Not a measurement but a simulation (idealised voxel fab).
process module | voxel transistor to metal
cross-section cut | 195 nm wide | cells 5 nm
A cross-section is a grid of square cells, given in bands from the top down. A band is one or more rows of cells.
Each band's line starts with the height of the band's top and of its bottom, in nm. Then come its materials from left to right, each with its width in nm. One material with "throughout" fills the band from edge to edge. "air" is empty space.
Height 0 is the level under which the wafer as received is all one material. The lowest band goes on downwards, as in "0 down".
A width such as "30 to 40" changes by the same amount from each row of cells to the next, from the band's top row to its bottom row.
"no change" after a step means that no cell of the cross-section changed.
closed voids: empty space of 8 cells or more with no open way to the top, each as width x height at its distance from the left edge, in nm
after a step's settings: what the simulator itself notes on the step
overlay nm, on a step with a mask: how far to the right of its planned place the mask lay; to the left if negative
plan
1 op RECEIVE | material Si
2 op CONFORMAL_DEP | material SiO2 | thk nm 5
3 op CONFORMAL_DEP | material SiN | thk nm 15
4 op PATTERN | tone cover | mask id ACTIVE | material resist | width nm 115 | thk nm 15 | overlay nm 0
5 op DIRECTIONAL_ETCH | etch materials SiN | depth nm 15
6 op DIRECTIONAL_ETCH | etch materials SiO2 | depth nm 5
7 op DIRECTIONAL_ETCH | etch materials Si | depth nm 35
8 op STRIP | etch materials resist
9 op OXIDIZE | depth nm 5
10 op FILL_DEP | material SiO2 | thk nm 5
11 op CMP | height nm 20
12 op SELECTIVE_ETCH | etch materials SiO2 | depth nm 10
13 op STRIP | etch materials SiN
14 op SELECTIVE_ETCH | etch materials SiO2 | depth nm 5
15 op OXIDIZE | depth nm 5
16 op DIRECTIONAL_DEP | material polySi | thk nm 30
17 op DIRECTIONAL_DEP | material SiCN | thk nm 15
18 op PATTERN | tone cover | mask id GATE | material resist | width nm 35 | thk nm 15 | overlay nm 0
19 op DIRECTIONAL_ETCH | etch materials SiCN | depth nm 25
20 op DIRECTIONAL_ETCH | etch materials polySi | depth nm 40
21 op STRIP | etch materials resist
22 op CONFORMAL_DEP | material SiN | thk nm 5
23 op DIRECTIONAL_ETCH | etch materials SiN | depth nm 5
24 op DIRECTIONAL_ETCH | etch materials SiO2 | depth nm 5
25 op DIRECTIONAL_ETCH | etch materials Si | depth nm 15
26 op EPI | material nSi | thk nm 20
27 op FILL_DEP | material SiO2 | thk nm 5
28 op CMP | height nm 30
29 op STRIP | etch materials polySi
30 op SELECTIVE_ETCH | etch materials SiO2 | depth nm 5
31 op CONFORMAL_DEP | material HfO2 | thk nm 5
32 op CONFORMAL_DEP | material TiN | thk nm 5
33 op FILL_DEP | material W | thk nm 10
34 op CMP | height nm 25
35 op DIRECTIONAL_DEP | material SiO2 | thk nm 15
36 op DIRECTIONAL_DEP | material aC | thk nm 15
37 op PATTERN | tone open | mask id CONTACT | material resist | width nm 15 | pitch nm 90 | thk nm 35 | overlay nm 0
38 op DIRECTIONAL_ETCH | etch materials aC | depth nm 15
39 op STRIP | etch materials resist
40 op DIRECTIONAL_ETCH | etch materials SiO2 | depth nm 40
41 op STRIP | etch materials aC
42 op CONFORMAL_DEP | material TiN | thk nm 5
43 op FILL_DEP | material W | thk nm 5
44 op CMP | height nm 40
45 op CONFORMAL_DEP | material SiCN | thk nm 5
46 op DIRECTIONAL_DEP | material SiO2 | thk nm 20
47 op PATTERN | tone open | mask id METAL_1 | material resist | width nm 15 | pitch nm 90 | thk nm 20 | overlay nm 0
48 op DIRECTIONAL_ETCH | etch materials SiO2 | depth nm 20
49 op DIRECTIONAL_ETCH | etch materials SiCN | depth nm 5
50 op STRIP | etch materials resist
51 op CONFORMAL_DEP | material TiN | thk nm 5
52 op FILL_DEP | material Cu | thk nm 10
53 op CMP | height nm 65
54 op EPI | material Ru | thk nm 5
55 op FILL_DEP | material SiCN | thk nm 5
56 op DIRECTIONAL_DEP | material SiO2 | thk nm 25
57 op PATTERN | tone open | mask id METAL_2 | material resist | width nm 15 | pitch nm 90 | thk nm 20 | overlay nm 0
58 op DIRECTIONAL_ETCH | etch materials SiO2 | depth nm 15
59 op STRIP | etch materials resist
60 op MASKED_ETCH | tone open | mask id METAL_2_HOLES | width nm 15 | pitch nm 90 | etch materials SiO2 | depth nm 10 | overlay nm 0
61 op MASKED_ETCH | tone open | mask id METAL_2_HOLES | width nm 15 | pitch nm 90 | etch materials SiCN | depth nm 5 | overlay nm 0
62 op CONFORMAL_DEP | material TiN | thk nm 5
63 op FILL_DEP | material Cu | thk nm 10
64 op CMP | height nm 100
65 op CONFORMAL_DEP | material SiN | thk nm 5
as received, after step 1
  0 down: Si throughout
  closed voids: none
first wafer at the end, as planned
  105 to 100: SiN throughout
  100 to 75: SiO2 45 | TiN 5 | Cu 5 | TiN 5 | SiO2 75 | TiN 5 | Cu 5 | TiN 5 | SiO2 45
  75 to 70: SiCN 45 | TiN 15 | SiCN 75 | TiN 15 | SiCN 45
  70 to 65: SiCN 40 | Ru 25 | SiCN 65 | Ru 25 | SiCN 40
  65 to 45: SiO2 45 | TiN 5 | Cu 5 | TiN 5 | SiO2 75 | TiN 5 | Cu 5 | TiN 5 | SiO2 45
  45 to 40: SiCN 45 | TiN 15 | SiCN 75 | TiN 15 | SiCN 45
  40 to 25: SiO2 45 | TiN 5 | W 5 | TiN 5 | SiO2 75 | TiN 5 | W 5 | TiN 5 | SiO2 45
  25 to 20: SiO2 45 | TiN 5 | W 5 | TiN 5 | SiO2 15 | SiN 5 | HfO2 5 | TiN 5 | W 15 | TiN 5 | HfO2 5 | SiN 5 | SiO2 15 | TiN 5 | W 5 | TiN 5 | SiO2 45
  20 to 15: SiO2 45 | TiN 15 | SiO2 15 | SiN 5 | HfO2 5 | TiN 5 | W 15 | TiN 5 | HfO2 5 | SiN 5 | SiO2 15 | TiN 15 | SiO2 45
  15 to 5: SiO2 45 | TiN 10 | nSi 20 | SiN 5 | HfO2 5 | TiN 5 | W 15 | TiN 5 | HfO2 5 | SiN 5 | nSi 20 | TiN 10 | SiO2 45
  5 to 0: SiO2 35 | SiN 5 | SiO2 5 | TiN 10 | nSi 20 | SiN 5 | HfO2 5 | TiN 25 | HfO2 5 | SiN 5 | nSi 20 | TiN 10 | SiO2 5 | SiN 5 | SiO2 35
  0 to -5: SiO2 40 | nSi 35 | HfO2 45 | nSi 35 | SiO2 40
  -5 to -20: SiO2 45 | nSi 30 | Si 45 | nSi 30 | SiO2 45
  -20 to -40: SiO2 45 | Si 105 | SiO2 45
  -40 down: Si throughout
  closed voids: none
second wafer at the end: like start, like plan, one mistake
  105 to 100: SiN throughout
  100 to 90: SiO2 45 | TiN 5 | Cu 10 | TiN 5 | SiO2 70 | TiN 5 | Cu 10 | TiN 5 | SiO2 40
  90 to 85: SiO2 45 | TiN 5 | Cu 5 | TiN 10 | SiO2 70 | TiN 5 | Cu 5 | TiN 10 | SiO2 40
  85 to 75: SiO2 45 | TiN 5 | Cu 5 | TiN 5 | SiO2 75 | TiN 5 | Cu 5 | TiN 5 | SiO2 45
  75 to 70: SiCN 45 | TiN 15 | SiCN 75 | TiN 15 | SiCN 45
  70 to 65: SiCN 40 | Ru 25 | SiCN 65 | Ru 25 | SiCN 40
  65 to 45: SiO2 45 | TiN 5 | Cu 5 | TiN 5 | SiO2 75 | TiN 5 | Cu 5 | TiN 5 | SiO2 45
  45 to 40: SiCN 45 | TiN 15 | SiCN 75 | TiN 15 | SiCN 45
  40 to 25: SiO2 45 | TiN 5 | W 5 | TiN 5 | SiO2 75 | TiN 5 | W 5 | TiN 5 | SiO2 45
  25 to 20: SiO2 45 | TiN 5 | W 5 | TiN 5 | SiO2 15 | SiN 5 | HfO2 5 | TiN 5 | W 15 | TiN 5 | HfO2 5 | SiN 5 | SiO2 15 | TiN 5 | W 5 | TiN 5 | SiO2 45
  20 to 15: SiO2 45 | TiN 15 | SiO2 15 | SiN 5 | HfO2 5 | TiN 5 | W 15 | TiN 5 | HfO2 5 | SiN 5 | SiO2 15 | TiN 15 | SiO2 45
  15 to 5: SiO2 45 | TiN 10 | nSi 20 | SiN 5 | HfO2 5 | TiN 5 | W 15 | TiN 5 | HfO2 5 | SiN 5 | nSi 20 | TiN 10 | SiO2 45
  5 to 0: SiO2 35 | SiN 5 | SiO2 5 | TiN 10 | nSi 20 | SiN 5 | HfO2 5 | TiN 25 | HfO2 5 | SiN 5 | nSi 20 | TiN 10 | SiO2 5 | SiN 5 | SiO2 35
  0 to -5: SiO2 40 | nSi 35 | HfO2 45 | nSi 35 | SiO2 40
  -5 to -20: SiO2 45 | nSi 30 | Si 45 | nSi 30 | SiO2 45
  -20 to -40: SiO2 45 | Si 105 | SiO2 45
  -40 down: Si throughout
  closed voids: none
what went wrong: step 57 ran as: op PATTERN | tone open | mask id METAL_2 | material resist | width nm 20 | pitch nm 90 | thk nm 20 | overlay nm 0
at the end the second wafer has, in cells: 4 more of Cu | 6 fewer of SiO2 | 2 more of TiN
